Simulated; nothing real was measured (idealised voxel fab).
process module | voxel ribs on slabs
cross-section cut | 195 nm wide | cells 5 nm
A cross-section is a grid of square cells, given in bands from the top down. A band is one or more rows of cells.
Each band's line starts with the height of the band's top and of its bottom, in nm. Then come its materials from left to right, each with its width in nm. One material with "throughout" fills the band from edge to edge. "air" is empty space.
Height 0 is the level under which the wafer as received is all one material. The lowest band goes on downwards, as in "0 down".
A width such as "30 to 40" changes by the same amount from each row of cells to the next, from the band's top row to its bottom row.
"no change" after a step means that no cell of the cross-section changed.
closed voids: empty space of 8 cells or more with no open way to the top, each as width x height at its distance from the left edge, in nm
after a step's settings: what the simulator itself notes on the step
overlay nm, on a step with a mask: how far to the right of its planned place the mask lay; to the left if negative
plan
1 op RECEIVE | material Si
2 op DIRECTIONAL_DEP | material SiO2 | thk nm 20
3 op DIRECTIONAL_DEP | material SiN | thk nm 20
4 op PATTERN | tone cover | mask id RIB | material resist | width nm 30 | thk nm 20 | overlay nm 0
5 op DIRECTIONAL_ETCH | etch materials SiN | depth nm 10
6 op STRIP | etch materials resist
7 op PATTERN | tone cover | mask id SLAB | material resist | width nm 60 | thk nm 15 | overlay nm 0
8 op DIRECTIONAL_ETCH | etch materials SiN | depth nm 10
9 op STRIP | etch materials resist
10 op FILL_DEP | material SiO2 | thk nm 25
11 op CMP | height nm 55
12 op DIRECTIONAL_DEP | material W | thk nm 5
13 op PATTERN | tone cover | mask id HEATER | material resist | width nm 40 | thk nm 20 | overlay nm 0
14 op DIRECTIONAL_ETCH | etch materials W | depth nm 5
15 op STRIP | etch materials resist
16 op CONFORMAL_DEP | material SiN | thk nm 5
as received, after step 1
  0 down: Si throughout
  closed voids: none
first wafer at the end, as planned
  65 to 60: air 70 | SiN 50 | air 75
  60 to 55: SiN 75 | W 40 | SiN 80
  55 to 40: SiO2 throughout
  40 to 30: SiO2 80 | SiN 30 | SiO2 85
  30 to 20: SiO2 65 | SiN 60 | SiO2 70
  20 to 0: SiO2 throughout
  0 down: Si throughout
  closed voids: none
second wafer at the end: like start, like plan, one mistake
  65 to 60: air 70 | SiN 50 | air 75
  60 to 55: SiN 75 | W 40 | SiN 80
  55 to 30: SiO2 throughout
  30 to 20: SiO2 65 | SiN 15 | SiO2 30 | SiN 15 | SiO2 70
  20 to 0: SiO2 throughout
  0 down: Si throughout
  closed voids: none
what went wrong: steps 3 and 4 were swapped
at the end the second wafer has, in cells: 24 fewer of SiN | 24 more of SiO2
